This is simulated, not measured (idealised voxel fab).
This is a process module. Its name is voxel transistor to metal.
Cross-sectional view cut (width: 300 nm; square cell size: 5 nm).
Reading order for cross-sections: top band down to bottom band. Underlying form: a grid of square cells. Band size: one or more rows of cells. Top, bottom (nm), then materials left to right with widths (nm); lone material tagged "edge to edge" fills the whole band edge to edge; "air" = empty space. Zero point of the height axis is 0; under it, received wafer = one material. Lowest band: continues down indefinitely, "0..down". A two-number width, for instance "30..40", indicates that the width is equal to the first number in the top row of the band and to the second number in the bottom row, and that it changes by a constant amount per row of cells. Step marked "remains unaltered"? Then no cell in the cross-section changed in it. Closed empty spaces (no open way to the top) of 8 cells or more are what "Fully enclosed voids" lists, each as width x height at distance from the left edge, nm for all three. Read whatever lies past the settings on a step's line as the simulator's own remark about the step. On any step carrying a mask, the "overlay nm" setting, if present on the step's line, tells how far right of its planned place the mask lay; negative values point to the left.

-- Below is the list of planned process steps
1 RECEIVE [material Si]
2 OXIDIZE [depth nm 5]
3 CONFORMAL_DEP [material SiN] [thk nm 10]
4 MASKED_ETCH [tone cover] [mask id ACTIVE] [width nm 115] [pitch nm 135] [etch materials SiN] [depth nm 10] [overlay nm 0]
5 MASKED_ETCH [tone cover] [mask id ACTIVE] [width nm 115] [pitch nm 135] [etch materials SiO2] [depth nm 5] [overlay nm 0]
6 MASKED_ETCH [tone cover] [mask id ACTIVE] [width nm 115] [pitch nm 135] [etch materials Si] [depth nm 35] [overlay nm 0]
7 OXIDIZE [depth nm 5]
8 FILL_DEP [material SiO2] [thk nm 10]
9 CMP [height nm 10]
10 SELECTIVE_ETCH [etch materials SiO2] [depth nm 5]
11 STRIP [etch materials SiN]
12 SELECTIVE_ETCH [etch materials SiO2] [depth nm 5]
13 OXIDIZE [depth nm 5]
14 DIRECTIONAL_DEP [material polySi] [thk nm 20]
15 DIRECTIONAL_DEP [material SiCN] [thk nm 15]
16 DIRECTIONAL_DEP [material aC] [thk nm 10]
17 PATTERN [tone cover] [mask id GATE] [material resist] [width nm 25] [pitch nm 135] [thk nm 30] [overlay nm -15]
18 DIRECTIONAL_ETCH [etch materials aC] [depth nm 10]
19 STRIP [etch materials resist]
20 DIRECTIONAL_ETCH [etch materials SiCN] [depth nm 25]
21 DIRECTIONAL_ETCH [etch materials polySi] [depth nm 30]
22 STRIP [etch materials aC]
23 CONFORMAL_DEP [material SiO2] [thk nm 5]
24 DIRECTIONAL_ETCH [etch materials SiO2] [depth nm 5]
25 CONFORMAL_DEP [material SiN] [thk nm 5]
26 DIRECTIONAL_ETCH [etch materials SiN] [depth nm 5]
27 DIRECTIONAL_ETCH [etch materials SiO2] [depth nm 5]
28 DIRECTIONAL_ETCH [etch materials Si] [depth nm 10]
29 EPI [material pSi] [thk nm 10]
30 FILL_DEP [material SiO2] [thk nm 5]
31 CMP [height nm 15]
32 STRIP [etch materials polySi]
33 SELECTIVE_ETCH [etch materials SiO2] [depth nm 5]
34 CONFORMAL_DEP [material HfO2] [thk nm 5]
35 CONFORMAL_DEP [material TiN] [thk nm 5]
36 FILL_DEP [material W] [thk nm 10]
37 CMP [height nm 10]
38 DIRECTIONAL_DEP [material SiO2] [thk nm 15]
39 MASKED_ETCH [tone open] [mask id CONTACT] [width nm 15] [etch materials SiO2] [depth nm 35] [overlay nm 0]
40 CONFORMAL_DEP [material TiN] [thk nm 5]
41 FILL_DEP [material Ru] [thk nm 10]
42 CMP [height nm 25]
43 DIRECTIONAL_DEP [material TiN] [thk nm 5]
44 DIRECTIONAL_DEP [material Ru] [thk nm 25]
45 MASKED_ETCH [tone cover] [mask id METAL_1] [width nm 15] [etch materials Ru] [depth nm 25] [overlay nm 0]
46 MASKED_ETCH [tone cover] [mask id METAL_1] [width nm 15] [etch materials TiN] [depth nm 5] [overlay nm 0]
47 FILL_DEP [material lowk] [thk nm 5]
48 CMP [height nm 55]
49 CONFORMAL_DEP [material SiN] [thk nm 5]
Where the wafers of this document differ is in the overlay nm of step 17; they start out the same, and the plan states the value that applied to the first wafer.

-- As-received cross-section, first of several wafers, post step 1
- 0..down: Si edge to edge
- Fully enclosed voids: none

-- After the module's final step, step 49: the first of several wafers in cross-section
- 60..55: SiN edge to edge
- 55..30: 35 lowk, 15 Ru, 65 lowk, 15 Ru, 40 lowk, 15 Ru, 65 lowk, 15 Ru, 35 lowk
- 30..25: 35 lowk, 15 TiN, 65 lowk, 15 TiN, 40 lowk, 15 TiN, 65 lowk, 15 TiN, 35 lowk
- 25..15: 35 SiO2, 5 TiN, 5 Ru, 5 TiN, 65 SiO2, 5 TiN, 5 Ru, 5 TiN, 40 SiO2, 5 TiN, 5 Ru, 5 TiN, 65 SiO2, 5 TiN, 5 Ru, 5 TiN, 35 SiO2
- 15..10: 35 SiO2, 15 TiN, 65 SiO2, 5 TiN, 5 Ru, 5 TiN, 40 SiO2, 15 TiN, 65 SiO2, 5 TiN, 5 Ru, 5 TiN, 35 SiO2
- 10..0: 35 SiO2, 10 TiN, 5 SiN, 5 HfO2, 5 TiN, 15 W, 5 TiN, 5 HfO2, 5 SiN, 25 SiO2, 5 TiN, 5 Ru, 5 TiN, 40 SiO2, 10 TiN, 5 SiN, 5 HfO2, 5 TiN, 15 W, 5 TiN, 5 HfO2, 5 SiN, 25 SiO2, 5 TiN, 5 Ru, 5 TiN, 35 SiO2
- 0..-5: 25 SiO2, 5 SiN, 5 SiO2, 10 pSi, 5 SiN, 5 HfO2, 25 TiN, 5 HfO2, 5 SiN, 10 pSi, 15 SiO2, 5 TiN, 5 Ru, 5 TiN, 5 SiO2, 5 SiN, 20 SiO2, 5 SiN, 5 SiO2, 10 pSi, 5 SiN, 5 HfO2, 25 TiN, 5 HfO2, 5 SiN, 10 pSi, 15 SiO2, 5 TiN, 5 Ru, 5 TiN, 5 SiO2, 5 SiN, 25 SiO2
- -5..-10: 35 SiO2, 10 pSi, 5 SiO2, 35 HfO2, 5 SiO2, 10 pSi, 15 SiO2, 15 TiN, 40 SiO2, 10 pSi, 5 SiO2, 35 HfO2, 5 SiO2, 10 pSi, 15 SiO2, 15 TiN, 35 SiO2
- -10..-20: 30 SiO2, 15 pSi, 45 Si, 45 pSi, 30 SiO2, 15 pSi, 45 Si, 45 pSi, 30 SiO2
- -20..-45: 30 SiO2, 105 Si, 30 SiO2, 105 Si, 30 SiO2
- -45..down: Si edge to edge
- Fully enclosed voids: none

-- Cross-sectional depiction of the last of several wafers upon completion of the module
- 60..55: SiN edge to edge
- 55..30: 35 lowk, 15 Ru, 65 lowk, 15 Ru, 40 lowk, 15 Ru, 65 lowk, 15 Ru, 35 lowk
- 30..25: 35 lowk, 15 TiN, 65 lowk, 15 TiN, 40 lowk, 15 TiN, 65 lowk, 15 TiN, 35 lowk
- 25..15: 35 SiO2, 5 TiN, 5 Ru, 5 TiN, 65 SiO2, 5 TiN, 5 Ru, 5 TiN, 40 SiO2, 5 TiN, 5 Ru, 5 TiN, 65 SiO2, 5 TiN, 5 Ru, 5 TiN, 35 SiO2
- 15..10: 35 SiO2, 5 TiN, 5 Ru, 5 TiN, 65 SiO2, 15 TiN, 40 SiO2, 5 TiN, 5 Ru, 5 TiN, 65 SiO2, 15 TiN, 35 SiO2
- 10..0: 35 SiO2, 5 TiN, 5 Ru, 5 TiN, 25 SiO2, 5 SiN, 5 HfO2, 5 TiN, 15 W, 5 TiN, 5 HfO2, 5 SiN, 10 TiN, 40 SiO2, 5 TiN, 5 Ru, 5 TiN, 25 SiO2, 5 SiN, 5 HfO2, 5 TiN, 15 W, 5 TiN, 5 HfO2, 5 SiN, 10 TiN, 35 SiO2
- 0..-5: 25 SiO2, 5 SiN, 5 SiO2, 5 TiN, 5 Ru, 5 TiN, 15 SiO2, 10 pSi, 5 SiN, 5 HfO2, 25 TiN, 5 HfO2, 5 SiN, 10 pSi, 5 SiO2, 5 SiN, 20 SiO2, 5 SiN, 5 SiO2, 5 TiN, 5 Ru, 5 TiN, 15 SiO2, 10 pSi, 5 SiN, 5 HfO2, 25 TiN, 5 HfO2, 5 SiN, 10 pSi, 5 SiO2, 5 SiN, 25 SiO2
- -5..-10: 35 SiO2, 15 TiN, 15 SiO2, 10 pSi, 5 SiO2, 35 HfO2, 5 SiO2, 10 pSi, 40 SiO2, 15 TiN, 15 SiO2, 10 pSi, 5 SiO2, 35 HfO2, 5 SiO2, 10 pSi, 35 SiO2
- -10..-20: 30 SiO2, 45 pSi, 45 Si, 15 pSi, 30 SiO2, 45 pSi, 45 Si, 15 pSi, 30 SiO2
- -20..-45: 30 SiO2, 105 Si, 30 SiO2, 105 Si, 30 SiO2
- -45..down: Si edge to edge
- Fully enclosed voids: none

-- Where each wafer stands at the end of the module, a row apiece: cells of each material gained (+) or lost (-) since it was received, then closed voids
overlay nm -15 | +26 HfO2 | +76 Ru | -294 Si | +76 SiN | +390 SiO2 | +82 TiN | +12 W | +288 lowk | +64 pSi | Fully enclosed voids: none
overlay nm -10 | +26 HfO2 | +80 Ru | -294 Si | +76 SiN | +382 SiO2 | +86 TiN | +12 W | +288 lowk | +64 pSi | Fully enclosed voids: none
overlay nm -5 | +26 HfO2 | +80 Ru | -294 Si | +76 SiN | +378 SiO2 | +90 TiN | +12 W | +288 lowk | +64 pSi | Fully enclosed voids: none
overlay nm 0 | +26 HfO2 | +84 Ru | -294 Si | +76 SiN | +374 SiO2 | +90 TiN | +12 W | +288 lowk | +64 pSi | Fully enclosed voids: none
overlay nm 5 | +26 HfO2 | +80 Ru | -294 Si | +76 SiN | +378 SiO2 | +90 TiN | +12 W | +288 lowk | +64 pSi | Fully enclosed voids: none
overlay nm 10 | +26 HfO2 | +80 Ru | -294 Si | +76 SiN | +382 SiO2 | +86 TiN | +12 W | +288 lowk | +64 pSi | Fully enclosed voids: none
overlay nm 15 | +26 HfO2 | +76 Ru | -294 Si | +76 SiN | +390 SiO2 | +82 TiN | +12 W | +288 lowk | +64 pSi | Fully enclosed voids: none
